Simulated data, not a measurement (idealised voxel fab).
Name of the process module below: voxel fin reveal
Cross-section cut spans 250 nm and uses square cells 5 nm in size.
How to read a cross-section here: the picture is a grid of square cells, written as bands going from the top down, and any band can span one or more rows of cells. First you get the band's top height and its bottom height, in nm, and then the materials it's made of, left to right, with each width in nm. If you see a single material with "full width", that one covers the band edge to edge. "air" is empty space. It should be noted that heights are counted from 0, beneath which the wafer as supplied is of one material throughout, and that the lowest band possesses no lower boundary but continues downward, as written in "0..down". The expression "30->40" gives the width at the extremes of the band, the first number at its top row of cells and the second at its bottom row, with the width changing by equal amounts from each row to the next in between. When a step is marked "nothing was modified", none of the cells in the cross-section changed during that step. "Completely sealed voids" specifies each empty space that is not open to the top and that occupies no fewer than 8 cells, using the form width x height at distance, the distance measured from the left edge and all three quantities in nm. Past the settings on a step's line: simulator remark, on that step. The optional step-line setting "overlay nm" applies to steps with a mask and quantifies how far to the right of its planned location the mask lay, a negative value indicating leftward placement.
Intended process steps
1) op RECEIVE | material Si
2) op CONFORMAL_DEP | material SiN | thk nm 5
3) op DIRECTIONAL_DEP | material aC | thk nm 15
4) op PATTERN | tone cover | mask id FINS | material resist | width nm 15 | pitch nm 35 | thk nm 35 | overlay nm 0
5) op DIRECTIONAL_ETCH | etch materials aC | depth nm 15
6) op STRIP | etch materials resist
7) op DIRECTIONAL_ETCH | etch materials SiN | depth nm 5
8) op DIRECTIONAL_ETCH | etch materials Si | depth nm 30
9) op STRIP | etch materials aC
10) op OXIDIZE | depth nm 5
11) op FILL_DEP | material SiO2 | thk nm 15
12) op CMP | height nm 5
13) op SELECTIVE_ETCH | etch materials SiO2 | depth nm 15
14) op STRIP | etch materials SiN
Wafer cross-section on receipt, i.e. after step 1
    0..down | Si full width
    Completely sealed voids: none
Cross-sectional image of the first of two wafers at the end of the module, the run having proceeded as planned
    0..-10 | 70 air  5 Si  30 air  5 Si  30 air  5 Si  30 air  5 Si  70 air
    -10..-35 | 70 SiO2  5 Si  30 SiO2  5 Si  30 SiO2  5 Si  30 SiO2  5 Si  70 SiO2
    -35..down | Si full width
    Completely sealed voids: none
Second of two wafers, module complete, sectioned: it shares the first wafer's start and plan but was run with one mistake
    0..-10 | 70 air  5 Si  30 air  5 Si  30 air  5 Si  30 air  5 Si  70 air
    -10..-45 | 70 SiO2  5 Si  30 SiO2  5 Si  30 SiO2  5 Si  30 SiO2  5 Si  70 SiO2
    -45..down | Si full width
    Completely sealed voids: none
what went wrong: step 8 went in with a setting other than planned; the actual run was op DIRECTIONAL_ETCH | etch materials Si | depth nm 40
Final tally in cells, some materials are higher or lower on the second wafer than on the first: Si -92; SiO2 +92
